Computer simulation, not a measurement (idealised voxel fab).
You're looking at the process module voxel released beams.
cross-section cut | 220 nm wide | cells 5 nm
A cross-section is written here as square cells arranged in a grid, and it is given in bands from the top down, each band taking up one or more rows of cells.
Band: top and bottom heights (nm) first, top before bottom; then materials from left to right, widths in nm. "throughout" marks a sole material filling the band edge to edge. "blank" denotes empty space.
All heights in this document are referenced to 0, defined as the level beneath which the wafer, as received, consists entirely of one material. The lowest band is not bounded below; it extends indefinitely downward and is written in the form "0 down".
Width "30 to 40": first value at the band's top row of cells, second value at its bottom row, equal change from row to row.
Basically "left unchanged" means that step didn't change any cell in the cross-section.
Enclosed voids (no open way to top), threshold 8 cells or more, entry "Entrapped void list", notation width x height at distance, distance from left edge, nm.
That trailing text on a step's line, after the settings, is the simulator's own remark on the step.
"overlay nm" answers the question of how far to the right of plan the mask lay on a step that has a mask, and when it is negative the answer is to the left.
This section lists the process steps that were planned:
step 1: RECEIVE | material Si
step 2: CONFORMAL_DEP | material SiN | thk nm 5
step 3: DIRECTIONAL_DEP | material SiO2 | thk nm 10
step 4: MASKED_ETCH | tone open | mask id ANCHOR | width nm 35 | etch materials SiO2 | depth nm 10 | overlay nm 0
step 5: CONFORMAL_DEP | material W | thk nm 10
step 6: MASKED_ETCH | tone cover | mask id BEAM | width nm 120 | etch materials W | depth nm 10 | overlay nm 0
step 7: STRIP | etch materials SiO2
Received-state cross-section, reflecting completion of step 1:
- 0 down  Si throughout
- Entrapped void list: none
Post-module cross-section of the first of two wafers (run per plan):
- 25 to 15  blank (45)  W (15)  blank (15)  W (90)  blank (55)
- 15 to 5  blank (50)  W (35)  blank (135)
- 5 to 0  SiN throughout
- 0 down  Si throughout
- Entrapped void list: none
End of module, second wafer, cross-section. Started like the first, planned like the first, run with one mistake:
- 25 to 15  blank (45)  W (15)  blank (15)  W (95)  blank (50)
- 15 to 5  blank (50)  W (35)  blank (135)
- 5 to 0  SiN throughout
- 0 down  Si throughout
- Entrapped void list: none
Heads up, the wafer didn't run the way we planned it: so step 6 ended up running with a different setting than we planned, it ran as MASKED_ETCH | tone cover | mask id BEAM | width nm 125 | etch materials W | depth nm 10 | overlay nm 0
Final comparison by cell count, materials where the second wafer has more or fewer than the first: W +2
